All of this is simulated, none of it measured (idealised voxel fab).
process module | voxel wiring stack
cross-section cut | 285 nm wide | cells 5 nm
A cross-section is a grid of square cells, given in bands from the top down. A band is one or more rows of cells.
Each band's line starts with the height of the band's top and of its bottom, in nm. Then come its materials from left to right, each with its width in nm. One material with "throughout" fills the band from edge to edge. "air" is empty space.
Height 0 is the level under which the wafer as received is all one material. The lowest band goes on downwards, as in "0 down".
A width such as "30 to 40" changes by the same amount from each row of cells to the next, from the band's top row to its bottom row.
"no change" after a step means that no cell of the cross-section changed.
closed voids: empty space of 8 cells or more with no open way to the top, each as width x height at its distance from the left edge, in nm
after a step's settings: what the simulator itself notes on the step
overlay nm, on a step with a mask: how far to the right of its planned place the mask lay; to the left if negative
plan
1 op RECEIVE | material Si
2 op CONFORMAL_DEP | material SiO2 | thk nm 15
3 op CONFORMAL_DEP | material SiN | thk nm 5
4 op DIRECTIONAL_DEP | material SiO2 | thk nm 20
5 op PATTERN | tone open | mask id METAL_1 | material resist | width nm 20 | pitch nm 45 | thk nm 20 | overlay nm 0
6 op DIRECTIONAL_ETCH | etch materials SiO2 | depth nm 20
7 op DIRECTIONAL_ETCH | etch materials SiN | depth nm 5
8 op STRIP | etch materials resist
9 op CONFORMAL_DEP | material TiN | thk nm 5
10 op FILL_DEP | material Cu | thk nm 10
11 op CMP | height nm 40
12 op CONFORMAL_DEP | material SiCN | thk nm 5
13 op DIRECTIONAL_DEP | material lowk | thk nm 15
14 op DIRECTIONAL_DEP | material aC | thk nm 10
15 op PATTERN | tone open | mask id PLUG_1 | material resist | width nm 15 | pitch nm 90 | thk nm 30 | overlay nm 0
16 op DIRECTIONAL_ETCH | etch materials aC | depth nm 10
17 op STRIP | etch materials resist
18 op DIRECTIONAL_ETCH | etch materials lowk | depth nm 15
19 op DIRECTIONAL_ETCH | etch materials SiCN | depth nm 5
20 op STRIP | etch materials aC
21 op CONFORMAL_DEP | material TiN | thk nm 5
22 op FILL_DEP | material Ru | thk nm 5
23 op CMP | height nm 60
24 op CONFORMAL_DEP | material SiCN | thk nm 5
25 op DIRECTIONAL_DEP | material lowk | thk nm 15
26 op MASKED_ETCH | tone open | mask id METAL_2 | width nm 20 | pitch nm 45 | etch materials lowk | depth nm 15 | overlay nm 0
27 op MASKED_ETCH | tone open | mask id METAL_2 | width nm 20 | pitch nm 45 | etch materials SiCN | depth nm 5 | overlay nm 0
28 op CONFORMAL_DEP | material TiN | thk nm 5
29 op FILL_DEP | material Cu | thk nm 5
30 op CMP | height nm 80
31 op EPI | material Ru | thk nm 5
32 op FILL_DEP | material SiCN | thk nm 5
as received, after step 1
  0 down: Si throughout
  closed voids: none
a wafer at the end: this start, this plan, one mistake
  90 to 85: SiCN throughout
  85 to 80: SiCN 80 | Ru 30 | SiCN 15 | Ru 30 | SiCN 15 | Ru 30 | SiCN 85
  80 to 65: lowk 85 | TiN 5 | Cu 10 | TiN 5 | lowk 25 | TiN 5 | Cu 10 | TiN 5 | lowk 25 | TiN 5 | Cu 10 | TiN 5 | lowk 90
  65 to 60: SiCN 85 | TiN 20 | SiCN 25 | TiN 20 | SiCN 25 | TiN 20 | SiCN 90
  60 to 45: lowk 85 | TiN 5 | Ru 5 | TiN 5 | lowk 75 | TiN 5 | Ru 5 | TiN 5 | lowk 95
  45 to 40: SiCN 85 | TiN 15 | SiCN 75 | TiN 15 | SiCN 95
  40 to 25: SiO2 85 | TiN 5 | Cu 10 | TiN 5 | SiO2 25 | TiN 5 | Cu 10 | TiN 5 | SiO2 25 | TiN 5 | Cu 10 | TiN 5 | SiO2 90
  25 to 20: SiO2 85 | TiN 20 | SiO2 25 | TiN 20 | SiO2 25 | TiN 20 | SiO2 90
  20 to 5: SiO2 throughout
  5 to 0: SiN throughout
  0 down: Si throughout
  closed voids: none
what went wrong: steps 2 and 3 were swapped
